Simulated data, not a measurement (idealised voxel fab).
You're looking at the process module voxel capacitor over wiring.
Section shown: cut. Width: 260 nm. Cell size: 5 nm, square.
When this document writes out a cross-section, it uses a grid of square cells and lists it as bands, beginning at the top and moving down, with a band standing for one or more rows of cells. Top height, bottom height, nm. Materials left to right, width each, nm. Single material + "edge to edge" = fills band edge to edge. "empty" = empty. All heights in this document are referenced to 0, defined as the level beneath which the wafer, as received, consists entirely of one material. The lowest band is not bounded below; it extends indefinitely downward and is written in the form "0..down". So if you see something like "30 to 40" for the width, read it as the top row of the band sitting at the first number and the bottom row at the second, with every row in between moving by the same amount as the last. "no alteration" for a step: no cell of the cross-section changed in that step. Entry "Unvented voids" = empty spaces >= 8 cells with no open way to the top; each as width x height at distance, distance from left edge, all nm. If you see something after the settings on a step's line, that's the simulator's own remark about that step. overlay nm: where the mask lay relative to plan, measured to the right, on steps with a mask; negatives go left.
# Intended process steps
| 1 | RECEIVE with material Si |
| 2 | CONFORMAL_DEP with material SiO2, thk nm 15 |
| 3 | CONFORMAL_DEP with material SiCN, thk nm 5 |
| 4 | DIRECTIONAL_DEP with material SiO2, thk nm 15 |
| 5 | MASKED_ETCH with tone open, mask id METAL_1, width nm 30, pitch nm 100, etch materials SiO2, depth nm 15, overlay nm 0 |
| 6 | MASKED_ETCH with tone open, mask id METAL_1, width nm 30, pitch nm 100, etch materials SiCN, depth nm 5, overlay nm 0 |
| 7 | CONFORMAL_DEP with material TiN, thk nm 5 |
| 8 | FILL_DEP with material Cu, thk nm 5 |
| 9 | CMP with height nm 35 |
| 10 | EPI with material Ru, thk nm 5 |
| 11 | FILL_DEP with material SiCN, thk nm 5 |
| 12 | DIRECTIONAL_DEP with material SiO2, thk nm 15 |
| 13 | MASKED_ETCH with tone open, mask id PLUG_1, width nm 15, etch materials SiO2, depth nm 15, overlay nm 0 |
| 14 | MASKED_ETCH with tone open, mask id PLUG_1, width nm 15, etch materials SiCN, depth nm 5, overlay nm 0 |
| 15 | EPI with material Ru, thk nm 10 |
| 16 | EPI with material Ru, thk nm 10 |
| 17 | DIRECTIONAL_DEP with material TiN, thk nm 5 |
| 18 | DIRECTIONAL_DEP with material Al2O3, thk nm 5 |
| 19 | DIRECTIONAL_DEP with material TiN, thk nm 10 |
| 20 | MASKED_ETCH with tone cover, mask id UPPER_PLATE, width nm 75, etch materials TiN, depth nm 10, overlay nm 0 |
| 21 | MASKED_ETCH with tone cover, mask id UPPER_PLATE, width nm 75, etch materials Al2O3, depth nm 5, overlay nm 0 |
| 22 | PATTERN with tone cover, mask id LOWER_PLATE, material resist, width nm 85, thk nm 15, overlay nm 0 |
| 23 | DIRECTIONAL_ETCH with etch materials TiN, depth nm 5 |
| 24 | STRIP with etch materials resist |
| 25 | FILL_DEP with material SiO2, thk nm 20 |
| 26 | CMP with height nm 95 |
| 27 | PATTERN with tone open, mask id PLUG_2, material resist, width nm 15, thk nm 15, overlay nm 0 |
| 28 | DIRECTIONAL_ETCH with etch materials SiO2, depth nm 15 |
| 29 | STRIP with etch materials resist |
| 30 | CONFORMAL_DEP with material TiN, thk nm 5 |
| 31 | FILL_DEP with material Ru, thk nm 10 |
| 32 | CMP with height nm 95 |
| 33 | CONFORMAL_DEP with material SiN, thk nm 5 |
# Shown in cross-section is the wafer as received, that is, as it stands after step 1
- 0..down  Si edge to edge
- Unvented voids: none
# Cross-section, end of module. Start: as above. Plan: as above. Execution: one mistake
- 100..95  SiN edge to edge
- 95..85  SiO2 90 | TiN 5 | Ru 5 | TiN 5 | SiO2 155
- 85..75  SiO2 90 to 95 | TiN 15 to 60 | SiO2 155 to 105
- 75..70  SiO2 80 | TiN 75 | SiO2 105
- 70..65  SiO2 80 | TiN 15 | Al2O3 60 | SiO2 105
- 65..60  SiO2 75 | TiN 5 | Al2O3 15 | TiN 65 | SiO2 100
- 60..55  SiCN 80 | TiN 15 | SiCN 165
- 55..50  SiCN 60 | SiO2 40 | SiCN 60 | SiO2 40 | SiCN 60
- 50..40  SiO2 edge to edge
- 40..35  SiO2 60 | Ru 40 | SiO2 60 | Ru 40 | SiO2 60
- 35..20  SiO2 65 | TiN 5 | Cu 20 | TiN 5 | SiO2 70 | TiN 5 | Cu 20 | TiN 5 | SiO2 65
- 20..15  SiCN 65 | TiN 30 | SiCN 70 | TiN 30 | SiCN 65
- 15..0  SiO2 edge to edge
- 0..down  Si edge to edge
- Unvented voids: none
Error vs. plan: transposition of steps 11 and 12 relative to the planned sequence
